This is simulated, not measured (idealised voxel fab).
process module | voxel wiring stack
cross-section cut | 215 nm wide | cells 5 nm
A cross-section is a grid of square cells, given in bands from the top down. A band is one or more rows of cells.
Each band's line starts with the height of the band's top and of its bottom, in nm. Then come its materials from left to right, each with its width in nm. One material with "throughout" fills the band from edge to edge. "air" is empty space.
Height 0 is the level under which the wafer as received is all one material. The lowest band goes on downwards, as in "0 down".
A width such as "30 to 40" changes by the same amount from each row of cells to the next, from the band's top row to its bottom row.
"no change" after a step means that no cell of the cross-section changed.
closed voids: empty space of 8 cells or more with no open way to the top, each as width x height at its distance from the left edge, in nm
after a step's settings: what the simulator itself notes on the step
overlay nm, on a step with a mask: how far to the right of its planned place the mask lay; to the left if negative
plan
1 op RECEIVE | material Si
2 op CONFORMAL_DEP | material SiO2 | thk nm 15
3 op CONFORMAL_DEP | material SiN | thk nm 5
4 op DIRECTIONAL_DEP | material lowk | thk nm 15
5 op MASKED_ETCH | tone open | mask id METAL_1 | width nm 25 | pitch nm 45 | etch materials lowk | depth nm 15 | overlay nm 0
6 op MASKED_ETCH | tone open | mask id METAL_1 | width nm 25 | pitch nm 45 | etch materials SiN | depth nm 5 | overlay nm 0
7 op CONFORMAL_DEP | material TiN | thk nm 5
8 op FILL_DEP | material Cu | thk nm 5
9 op CMP | height nm 35
10 op CONFORMAL_DEP | material SiCN | thk nm 5
11 op DIRECTIONAL_DEP | material SiO2 | thk nm 25
12 op DIRECTIONAL_DEP | material aC | thk nm 10
13 op PATTERN | tone open | mask id METAL_2_HOLES | material resist | width nm 15 | pitch nm 45 | thk nm 25 | overlay nm 0
14 op DIRECTIONAL_ETCH | etch materials aC | depth nm 10
15 op STRIP | etch materials resist
16 op DIRECTIONAL_ETCH | etch materials SiO2 | depth nm 25
17 op STRIP | etch materials aC
18 op MASKED_ETCH | tone open | mask id METAL_2 | width nm 25 | pitch nm 45 | etch materials SiO2 | depth nm 15 | overlay nm 0
19 op MASKED_ETCH | tone open | mask id METAL_2 | width nm 25 | pitch nm 45 | etch materials SiCN | depth nm 5 | overlay nm 0
20 op CONFORMAL_DEP | material TiN | thk nm 5
21 op FILL_DEP | material Ru | thk nm 10
22 op CMP | height nm 65
23 op CONFORMAL_DEP | material SiCN | thk nm 5
24 op DIRECTIONAL_DEP | material SiO2 | thk nm 15
25 op MASKED_ETCH | tone open | mask id PLUG_2 | width nm 15 | etch materials SiO2 | depth nm 15 | overlay nm 0
26 op MASKED_ETCH | tone open | mask id PLUG_2 | width nm 15 | etch materials SiCN | depth nm 5 | overlay nm 0
27 op EPI | material Ru | thk nm 10
28 op EPI | material Ru | thk nm 10
29 op DIRECTIONAL_DEP | material TiN | thk nm 5
30 op DIRECTIONAL_DEP | material Ru | thk nm 20
31 op DIRECTIONAL_DEP | material aC | thk nm 10
32 op PATTERN | tone cover | mask id METAL_3 | material resist | width nm 25 | pitch nm 45 | thk nm 25 | overlay nm 0
33 op DIRECTIONAL_ETCH | etch materials aC | depth nm 10
34 op STRIP | etch materials resist
35 op DIRECTIONAL_ETCH | etch materials Ru | depth nm 20
36 op DIRECTIONAL_ETCH | etch materials TiN | depth nm 5
37 op STRIP | etch materials aC
38 op FILL_DEP | material SiO2 | thk nm 5
39 op CMP | height nm 110
40 op CONFORMAL_DEP | material SiCN | thk nm 5
41 op DIRECTIONAL_DEP | material lowk | thk nm 25
42 op MASKED_ETCH | tone open | mask id METAL_4 | width nm 25 | pitch nm 45 | etch materials lowk | depth nm 15 | overlay nm 0
43 op DIRECTIONAL_DEP | material aC | thk nm 15
44 op PATTERN | tone open | mask id METAL_4_HOLES | material resist | width nm 15 | thk nm 35 | overlay nm 0
45 op DIRECTIONAL_ETCH | etch materials aC | depth nm 15
46 op STRIP | etch materials resist
47 op DIRECTIONAL_ETCH | etch materials lowk | depth nm 10
48 op DIRECTIONAL_ETCH | etch materials SiCN | depth nm 5
49 op STRIP | etch materials aC
50 op CONFORMAL_DEP | material TiN | thk nm 5
51 op FILL_DEP | material Cu | thk nm 10
52 op CMP | height nm 140
53 op CONFORMAL_DEP | material SiCN | thk nm 5
first wafer, as planned
as received, after step 1
  0 down: Si throughout
  closed voids: none
after step 2
  15 to 0: SiO2 throughout
  below 0: unchanged
after step 3
  20 to 15: SiN throughout
  below 15: unchanged
after step 4
  35 to 20: lowk throughout
  below 20: unchanged
after step 5
  35 to 20: lowk 70 | air 25 | lowk 20 | air 25 | lowk 75
  below 20: unchanged
after step 6
  35 to 20: lowk 70 | air 25 | lowk 20 | air 25 | lowk 75
  20 to 15: SiN 70 | air 25 | SiN 20 | air 25 | SiN 75
  below 15: unchanged
after step 7
  40 to 35: TiN 75 | air 15 | TiN 30 | air 15 | TiN 80
  35 to 20: lowk 70 | TiN 5 | air 15 | TiN 5 | lowk 20 | TiN 5 | air 15 | TiN 5 | lowk 75
  20 to 15: SiN 70 | TiN 25 | SiN 20 | TiN 25 | SiN 75
  below 15: unchanged
after step 8
  45 to 40: Cu throughout
  40 to 35: TiN 75 | Cu 15 | TiN 30 | Cu 15 | TiN 80
  35 to 20: lowk 70 | TiN 5 | Cu 15 | TiN 5 | lowk 20 | TiN 5 | Cu 15 | TiN 5 | lowk 75
  below 20: unchanged
after step 9
  35 to 20: lowk 70 | TiN 5 | Cu 15 | TiN 5 | lowk 20 | TiN 5 | Cu 15 | TiN 5 | lowk 75
  below 20: unchanged
after step 10
  40 to 35: SiCN throughout
  below 35: unchanged
after step 11
  65 to 40: SiO2 throughout
  below 40: unchanged
after step 12
  75 to 65: aC throughout
  below 65: unchanged
after step 13
  100 to 75: resist 70 | air 15 | resist 30 | air 15 | resist 85
  below 75: unchanged
after step 14
  90 to 75: resist 70 | air 15 | resist 30 | air 15 | resist 85
  75 to 65: aC 70 | air 15 | aC 30 | air 15 | aC 85
  below 65: unchanged
after step 15
  75 to 65: aC 70 | air 15 | aC 30 | air 15 | aC 85
  below 65: unchanged
after step 16
  75 to 65: aC 70 | air 15 | aC 30 | air 15 | aC 85
  65 to 40: SiO2 70 | air 15 | SiO2 30 | air 15 | SiO2 85
  below 40: unchanged
after step 17
  65 to 40: SiO2 70 | air 15 | SiO2 30 | air 15 | SiO2 85
  below 40: unchanged
after step 18
  65 to 50: SiO2 70 | air 25 | SiO2 20 | air 25 | SiO2 75
  below 50: unchanged
after step 19
  65 to 50: SiO2 70 | air 25 | SiO2 20 | air 25 | SiO2 75
  50 to 40: SiO2 70 | air 15 | SiO2 30 | air 15 | SiO2 85
  40 to 35: SiCN 70 | air 15 | SiCN 30 | air 15 | SiCN 85
  below 35: unchanged
after step 20
  70 to 65: TiN 75 | air 15 | TiN 30 | air 15 | TiN 80
  65 to 55: SiO2 70 | TiN 5 | air 15 | TiN 5 | SiO2 20 | TiN 5 | air 15 | TiN 5 | SiO2 75
  55 to 50: SiO2 70 | TiN 5 | air 5 | TiN 15 | SiO2 20 | TiN 5 | air 5 | TiN 15 | SiO2 75
  50 to 40: SiO2 70 | TiN 5 | air 5 | TiN 5 | SiO2 30 | TiN 5 | air 5 | TiN 5 | SiO2 85
  40 to 35: SiCN 70 | TiN 15 | SiCN 30 | TiN 15 | SiCN 85
  below 35: unchanged
after step 21
  80 to 70: Ru throughout
  70 to 65: TiN 75 | Ru 15 | TiN 30 | Ru 15 | TiN 80
  65 to 55: SiO2 70 | TiN 5 | Ru 15 | TiN 5 | SiO2 20 | TiN 5 | Ru 15 | TiN 5 | SiO2 75
  55 to 50: SiO2 70 | TiN 5 | Ru 5 | TiN 15 | SiO2 20 | TiN 5 | Ru 5 | TiN 15 | SiO2 75
  50 to 40: SiO2 70 | TiN 5 | Ru 5 | TiN 5 | SiO2 30 | TiN 5 | Ru 5 | TiN 5 | SiO2 85
  below 40: unchanged
after step 22
  65 to 55: SiO2 70 | TiN 5 | Ru 15 | TiN 5 | SiO2 20 | TiN 5 | Ru 15 | TiN 5 | SiO2 75
  below 55: unchanged
after step 23
  70 to 65: SiCN throughout
  below 65: unchanged
after step 24
  85 to 70: SiO2 throughout
  below 70: unchanged
after step 25
  85 to 70: SiO2 70 | air 15 | SiO2 130
  below 70: unchanged
after step 26
  85 to 70: SiO2 70 | air 15 | SiO2 130
  70 to 65: SiCN 70 | air 15 | SiCN 130
  below 65: unchanged
after step 27
  85 to 75: SiO2 70 | air 15 | SiO2 130
  75 to 70: SiO2 70 | Ru 15 | SiO2 130
  70 to 65: SiCN 70 | Ru 15 | SiCN 130
  below 65: unchanged
after step 28
  85 to 70: SiO2 70 | Ru 15 | SiO2 130
  below 70: unchanged
after step 29
  90 to 85: TiN throughout
  below 85: unchanged
after step 30
  110 to 90: Ru throughout
  below 90: unchanged
after step 31
  120 to 110: aC throughout
  below 110: unchanged
after step 32
  145 to 120: air 70 | resist 25 | air 20 | resist 25 | air 75
  below 120: unchanged
after step 33
  135 to 120: air 70 | resist 25 | air 20 | resist 25 | air 75
  120 to 110: air 70 | aC 25 | air 20 | aC 25 | air 75
  below 110: unchanged
after step 34
  120 to 110: air 70 | aC 25 | air 20 | aC 25 | air 75
  below 110: unchanged
after step 35
  120 to 110: air 70 | aC 25 | air 20 | aC 25 | air 75
  110 to 90: air 70 | Ru 25 | air 20 | Ru 25 | air 75
  below 90: unchanged
after step 36
  120 to 110: air 70 | aC 25 | air 20 | aC 25 | air 75
  110 to 90: air 70 | Ru 25 | air 20 | Ru 25 | air 75
  90 to 85: air 70 | TiN 25 | air 20 | TiN 25 | air 75
  below 85: unchanged
after step 37
  110 to 90: air 70 | Ru 25 | air 20 | Ru 25 | air 75
  below 90: unchanged
after step 38
  115 to 110: SiO2 throughout
  110 to 90: SiO2 70 | Ru 25 | SiO2 20 | Ru 25 | SiO2 75
  90 to 85: SiO2 70 | TiN 25 | SiO2 20 | TiN 25 | SiO2 75
  below 85: unchanged
after step 39
  110 to 90: SiO2 70 | Ru 25 | SiO2 20 | Ru 25 | SiO2 75
  below 90: unchanged
after step 40
  115 to 110: SiCN throughout
  below 110: unchanged
after step 41
  140 to 115: lowk throughout
  below 115: unchanged
after step 42
  140 to 125: lowk 70 | air 25 | lowk 20 | air 25 | lowk 75
  below 125: unchanged
after step 43
  155 to 140: aC 70 | air 25 | aC 20 | air 25 | aC 75
  140 to 125: lowk 70 | aC 25 | lowk 20 | aC 25 | lowk 75
  below 125: unchanged
after step 44
  190 to 155: resist 70 | air 15 | resist 130
  155 to 140: aC 70 | air 15 | resist 10 | aC 20 | resist 25 | aC 75
  below 140: unchanged
after step 45
  175 to 155: resist 70 | air 15 | resist 130
  155 to 140: aC 70 | air 15 | resist 10 | aC 20 | resist 25 | aC 75
  140 to 125: lowk 70 | air 15 | aC 10 | lowk 20 | aC 25 | lowk 75
  below 125: unchanged
after step 46
  155 to 140: aC 70 | air 25 | aC 20 | air 25 | aC 75
  below 140: unchanged
after step 47
  155 to 140: aC 70 | air 25 | aC 20 | air 25 | aC 75
  140 to 125: lowk 70 | air 15 | aC 10 | lowk 20 | aC 25 | lowk 75
  125 to 115: lowk 70 | air 15 | lowk 130
  below 115: unchanged
after step 48
  155 to 140: aC 70 | air 25 | aC 20 | air 25 | aC 75
  140 to 125: lowk 70 | air 15 | aC 10 | lowk 20 | aC 25 | lowk 75
  125 to 115: lowk 70 | air 15 | lowk 130
  115 to 110: SiCN 70 | air 15 | SiCN 130
  below 110: unchanged
after step 49
  140 to 125: lowk 70 | air 25 | lowk 20 | air 25 | lowk 75
  below 125: unchanged
after step 50
  145 to 140: TiN 75 | air 15 | TiN 30 | air 15 | TiN 80
  140 to 130: lowk 70 | TiN 5 | air 15 | TiN 5 | lowk 20 | TiN 5 | air 15 | TiN 5 | lowk 75
  130 to 125: lowk 70 | TiN 5 | air 5 | TiN 15 | lowk 20 | TiN 25 | lowk 75
  125 to 115: lowk 70 | TiN 5 | air 5 | TiN 5 | lowk 130
  115 to 110: SiCN 70 | TiN 15 | SiCN 130
  below 110: unchanged
after step 51
  155 to 145: Cu throughout
  145 to 140: TiN 75 | Cu 15 | TiN 30 | Cu 15 | TiN 80
  140 to 130: lowk 70 | TiN 5 | Cu 15 | TiN 5 | lowk 20 | TiN 5 | Cu 15 | TiN 5 | lowk 75
  130 to 125: lowk 70 | TiN 5 | Cu 5 | TiN 15 | lowk 20 | TiN 25 | lowk 75
  125 to 115: lowk 70 | TiN 5 | Cu 5 | TiN 5 | lowk 130
  below 115: unchanged
after step 52
  140 to 130: lowk 70 | TiN 5 | Cu 15 | TiN 5 | lowk 20 | TiN 5 | Cu 15 | TiN 5 | lowk 75
  below 130: unchanged
after step 53
  145 to 140: SiCN throughout
  below 140: unchanged
second wafer: like start, like plan, one mistake. Through step 41 it matches the first wafer
when step 42 should have ended
  140 to 125: lowk 65 | air 25 | lowk 20 | air 25 | lowk 80
  below 125: unchanged
when step 43 should have ended
  155 to 140: aC 65 | air 25 | aC 20 | air 25 | aC 80
  140 to 125: lowk 65 | aC 25 | lowk 20 | aC 25 | lowk 80
  below 125: unchanged
when step 44 should have ended
  190 to 155: resist 70 | air 15 | resist 130
  155 to 140: aC 65 | resist 5 | air 15 | resist 5 | aC 20 | resist 25 | aC 80
  below 140: unchanged
when step 45 should have ended
  175 to 155: resist 70 | air 15 | resist 130
  155 to 140: aC 65 | resist 5 | air 15 | resist 5 | aC 20 | resist 25 | aC 80
  140 to 125: lowk 65 | aC 5 | air 15 | aC 5 | lowk 20 | aC 25 | lowk 80
  below 125: unchanged
when step 46 should have ended
  155 to 140: aC 65 | air 25 | aC 20 | air 25 | aC 80
  below 140: unchanged
when step 47 should have ended
  155 to 140: aC 65 | air 25 | aC 20 | air 25 | aC 80
  140 to 125: lowk 65 | aC 5 | air 15 | aC 5 | lowk 20 | aC 25 | lowk 80
  125 to 115: lowk 70 | air 15 | lowk 130
  below 115: unchanged
when step 48 should have ended
  155 to 140: aC 65 | air 25 | aC 20 | air 25 | aC 80
  140 to 125: lowk 65 | aC 5 | air 15 | aC 5 | lowk 20 | aC 25 | lowk 80
  125 to 115: lowk 70 | air 15 | lowk 130
  115 to 110: SiCN 70 | air 15 | SiCN 130
  below 110: unchanged
when step 49 should have ended
  140 to 125: lowk 65 | air 25 | lowk 20 | air 25 | lowk 80
  below 125: unchanged
when step 50 should have ended
  145 to 140: TiN 70 | air 15 | TiN 30 | air 15 | TiN 85
  140 to 130: lowk 65 | TiN 5 | air 15 | TiN 5 | lowk 20 | TiN 5 | air 15 | TiN 5 | lowk 80
  130 to 125: lowk 65 | TiN 10 | air 5 | TiN 10 | lowk 20 | TiN 25 | lowk 80
  125 to 115: lowk 70 | TiN 5 | air 5 | TiN 5 | lowk 130
  115 to 110: SiCN 70 | TiN 15 | SiCN 130
  below 110: unchanged
when step 51 should have ended
  155 to 145: Cu throughout
  145 to 140: TiN 70 | Cu 15 | TiN 30 | Cu 15 | TiN 85
  140 to 130: lowk 65 | TiN 5 | Cu 15 | TiN 5 | lowk 20 | TiN 5 | Cu 15 | TiN 5 | lowk 80
  130 to 125: lowk 65 | TiN 10 | Cu 5 | TiN 10 | lowk 20 | TiN 25 | lowk 80
  125 to 115: lowk 70 | TiN 5 | Cu 5 | TiN 5 | lowk 130
  below 115: unchanged
when step 52 should have ended
  140 to 130: lowk 65 | TiN 5 | Cu 15 | TiN 5 | lowk 20 | TiN 5 | Cu 15 | TiN 5 | lowk 80
  below 130: unchanged
when step 53 should have ended
  145 to 140: SiCN throughout
  below 140: unchanged
what went wrong: step 42 ran as: op MASKED_ETCH | tone open | mask id METAL_4 | width nm 25 | pitch nm 45 | etch materials lowk | depth nm 15 | overlay nm -5
at the end the second wafer has, in cells: as many of each material as the first, in other places
